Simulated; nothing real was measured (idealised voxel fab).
process module | voxel self aligned vias
cross-section cut | 220 nm wide | cells 5 nm
A cross-section is a grid of square cells, given in bands from the top down. A band is one or more rows of cells.
Each band's line starts with the height of the band's top and of its bottom, in nm. Then come its materials from left to right, each with its width in nm. One material with "throughout" fills the band from edge to edge. "air" is empty space.
Height 0 is the level under which the wafer as received is all one material. The lowest band goes on downwards, as in "0 down".
A width such as "30 to 40" changes by the same amount from each row of cells to the next, from the band's top row to its bottom row.
"no change" after a step means that no cell of the cross-section changed.
closed voids: empty space of 8 cells or more with no open way to the top, each as width x height at its distance from the left edge, in nm
after a step's settings: what the simulator itself notes on the step
overlay nm, on a step with a mask: how far to the right of its planned place the mask lay; to the left if negative
plan
1 op RECEIVE | material Si
2 op CONFORMAL_DEP | material SiO2 | thk nm 10
3 op CONFORMAL_DEP | material SiCN | thk nm 5
4 op DIRECTIONAL_DEP | material SiO2 | thk nm 20
5 op MASKED_ETCH | tone open | mask id LINES | width nm 20 | pitch nm 60 | etch materials SiO2 | depth nm 20 | overlay nm 0
6 op CONFORMAL_DEP | material TiN | thk nm 5
7 op FILL_DEP | material W | thk nm 5
8 op CMP | height nm 35
9 op SELECTIVE_ETCH | etch materials W Ru TiN | depth nm 10
10 op FILL_DEP | material SiN | thk nm 5
11 op CMP | height nm 35
12 op DIRECTIONAL_DEP | material SiO2 | thk nm 15
13 op DIRECTIONAL_DEP | material aC | thk nm 15
14 op PATTERN | tone open | mask id VIAS | material resist | width nm 40 | pitch nm 120 | thk nm 30 | overlay nm 0
15 op DIRECTIONAL_ETCH | etch materials aC | depth nm 15
16 op STRIP | etch materials resist
17 op DIRECTIONAL_ETCH | etch materials SiO2 | depth nm 15
18 op DIRECTIONAL_ETCH | etch materials SiN | depth nm 10
19 op STRIP | etch materials aC
20 op CONFORMAL_DEP | material TiN | thk nm 5
21 op FILL_DEP | material W | thk nm 5
22 op CMP | height nm 50
23 op CONFORMAL_DEP | material SiCN | thk nm 5
first wafer, as planned
as received, after step 1
  0 down: Si throughout
  closed voids: none
after step 2
  10 to 0: SiO2 throughout
  below 0: unchanged
after step 3
  15 to 10: SiCN throughout
  below 10: unchanged
after step 4
  35 to 15: SiO2 throughout
  below 15: unchanged
after step 5
  35 to 15: SiO2 40 | air 20 | SiO2 40 | air 20 | SiO2 40 | air 20 | SiO2 40
  below 15: unchanged
after step 6
  40 to 35: TiN 45 | air 10 | TiN 50 | air 10 | TiN 50 | air 10 | TiN 45
  35 to 20: SiO2 40 | TiN 5 | air 10 | TiN 5 | SiO2 40 | TiN 5 | air 10 | TiN 5 | SiO2 40 | TiN 5 | air 10 | TiN 5 | SiO2 40
  20 to 15: SiO2 40 | TiN 20 | SiO2 40 | TiN 20 | SiO2 40 | TiN 20 | SiO2 40
  below 15: unchanged
after step 7
  45 to 40: W throughout
  40 to 35: TiN 45 | W 10 | TiN 50 | W 10 | TiN 50 | W 10 | TiN 45
  35 to 20: SiO2 40 | TiN 5 | W 10 | TiN 5 | SiO2 40 | TiN 5 | W 10 | TiN 5 | SiO2 40 | TiN 5 | W 10 | TiN 5 | SiO2 40
  below 20: unchanged
after step 8
  35 to 20: SiO2 40 | TiN 5 | W 10 | TiN 5 | SiO2 40 | TiN 5 | W 10 | TiN 5 | SiO2 40 | TiN 5 | W 10 | TiN 5 | SiO2 40
  below 20: unchanged
after step 9
  35 to 25: SiO2 40 | air 20 | SiO2 40 | air 20 | SiO2 40 | air 20 | SiO2 40
  below 25: unchanged
after step 10
  40 to 35: SiN throughout
  35 to 25: SiO2 40 | SiN 20 | SiO2 40 | SiN 20 | SiO2 40 | SiN 20 | SiO2 40
  below 25: unchanged
after step 11
  35 to 25: SiO2 40 | SiN 20 | SiO2 40 | SiN 20 | SiO2 40 | SiN 20 | SiO2 40
  below 25: unchanged
after step 12
  50 to 35: SiO2 throughout
  below 35: unchanged
after step 13
  65 to 50: aC throughout
  below 50: unchanged
after step 14
  95 to 65: resist 30 | air 40 | resist 80 | air 40 | resist 30
  below 65: unchanged
after step 15
  80 to 65: resist 30 | air 40 | resist 80 | air 40 | resist 30
  65 to 50: aC 30 | air 40 | aC 80 | air 40 | aC 30
  below 50: unchanged
after step 16
  65 to 50: aC 30 | air 40 | aC 80 | air 40 | aC 30
  below 50: unchanged
after step 17
  65 to 50: aC 30 | air 40 | aC 80 | air 40 | aC 30
  50 to 35: SiO2 30 | air 40 | SiO2 80 | air 40 | SiO2 30
  below 35: unchanged
after step 18
  65 to 50: aC 30 | air 40 | aC 80 | air 40 | aC 30
  50 to 35: SiO2 30 | air 40 | SiO2 80 | air 40 | SiO2 30
  35 to 25: SiO2 40 | air 20 | SiO2 40 | SiN 20 | SiO2 40 | air 20 | SiO2 40
  below 25: unchanged
after step 19
  50 to 35: SiO2 30 | air 40 | SiO2 80 | air 40 | SiO2 30
  below 35: unchanged
after step 20
  55 to 50: TiN 35 | air 30 | TiN 90 | air 30 | TiN 35
  50 to 40: SiO2 30 | TiN 5 | air 30 | TiN 5 | SiO2 80 | TiN 5 | air 30 | TiN 5 | SiO2 30
  40 to 35: SiO2 30 | TiN 15 | air 10 | TiN 15 | SiO2 80 | TiN 15 | air 10 | TiN 15 | SiO2 30
  35 to 30: SiO2 40 | TiN 5 | air 10 | TiN 5 | SiO2 40 | SiN 20 | SiO2 40 | TiN 5 | air 10 | TiN 5 | SiO2 40
  30 to 25: SiO2 40 | TiN 20 | SiO2 40 | SiN 20 | SiO2 40 | TiN 20 | SiO2 40
  below 25: unchanged
after step 21
  60 to 55: W throughout
  55 to 50: TiN 35 | W 30 | TiN 90 | W 30 | TiN 35
  50 to 40: SiO2 30 | TiN 5 | W 30 | TiN 5 | SiO2 80 | TiN 5 | W 30 | TiN 5 | SiO2 30
  40 to 35: SiO2 30 | TiN 15 | W 10 | TiN 15 | SiO2 80 | TiN 15 | W 10 | TiN 15 | SiO2 30
  35 to 30: SiO2 40 | TiN 5 | W 10 | TiN 5 | SiO2 40 | SiN 20 | SiO2 40 | TiN 5 | W 10 | TiN 5 | SiO2 40
  below 30: unchanged
after step 22
  50 to 40: SiO2 30 | TiN 5 | W 30 | TiN 5 | SiO2 80 | TiN 5 | W 30 | TiN 5 | SiO2 30
  below 40: unchanged
after step 23
  55 to 50: SiCN throughout
  below 50: unchanged
second wafer: like start, like plan, one mistake. Through step 2 it matches the first wafer
when step 3 should have ended
  30 to 0: SiO2 throughout
  below 0: unchanged
when step 4 should have ended
  35 to 30: SiCN throughout
  below 30: unchanged
when step 5 should have ended: no change
when step 6 should have ended
  40 to 35: TiN throughout
  below 35: unchanged
when step 7 should have ended
  45 to 40: W throughout
  below 40: unchanged
when step 8 should have ended
  35 to 30: SiCN throughout
  below 30: unchanged
when step 9 should have ended: no change
when step 10 should have ended
  40 to 35: SiN throughout
  below 35: unchanged
when step 11 should have ended
  35 to 30: SiCN throughout
  below 30: unchanged
when step 12 should have ended
  50 to 35: SiO2 throughout
  below 35: unchanged
when step 13 should have ended
  65 to 50: aC throughout
  below 50: unchanged
when step 14 should have ended
  95 to 65: resist 30 | air 40 | resist 80 | air 40 | resist 30
  below 65: unchanged
when step 15 should have ended
  80 to 65: resist 30 | air 40 | resist 80 | air 40 | resist 30
  65 to 50: aC 30 | air 40 | aC 80 | air 40 | aC 30
  below 50: unchanged
when step 16 should have ended
  65 to 50: aC 30 | air 40 | aC 80 | air 40 | aC 30
  below 50: unchanged
when step 17 should have ended
  65 to 50: aC 30 | air 40 | aC 80 | air 40 | aC 30
  50 to 35: SiO2 30 | air 40 | SiO2 80 | air 40 | SiO2 30
  below 35: unchanged
when step 18 should have ended: no change
when step 19 should have ended
  50 to 35: SiO2 30 | air 40 | SiO2 80 | air 40 | SiO2 30
  below 35: unchanged
when step 20 should have ended
  55 to 50: TiN 35 | air 30 | TiN 90 | air 30 | TiN 35
  50 to 40: SiO2 30 | TiN 5 | air 30 | TiN 5 | SiO2 80 | TiN 5 | air 30 | TiN 5 | SiO2 30
  40 to 35: SiO2 30 | TiN 40 | SiO2 80 | TiN 40 | SiO2 30
  below 35: unchanged
when step 21 should have ended
  60 to 55: W throughout
  55 to 50: TiN 35 | W 30 | TiN 90 | W 30 | TiN 35
  50 to 40: SiO2 30 | TiN 5 | W 30 | TiN 5 | SiO2 80 | TiN 5 | W 30 | TiN 5 | SiO2 30
  below 40: unchanged
when step 22 should have ended
  50 to 40: SiO2 30 | TiN 5 | W 30 | TiN 5 | SiO2 80 | TiN 5 | W 30 | TiN 5 | SiO2 30
  below 40: unchanged
when step 23 should have ended
  55 to 50: SiCN throughout
  below 50: unchanged
what went wrong: steps 3 and 4 were swapped
at the end the second wafer has, in cells: 8 fewer of SiN | 48 more of SiO2 | 26 fewer of TiN | 14 fewer of W
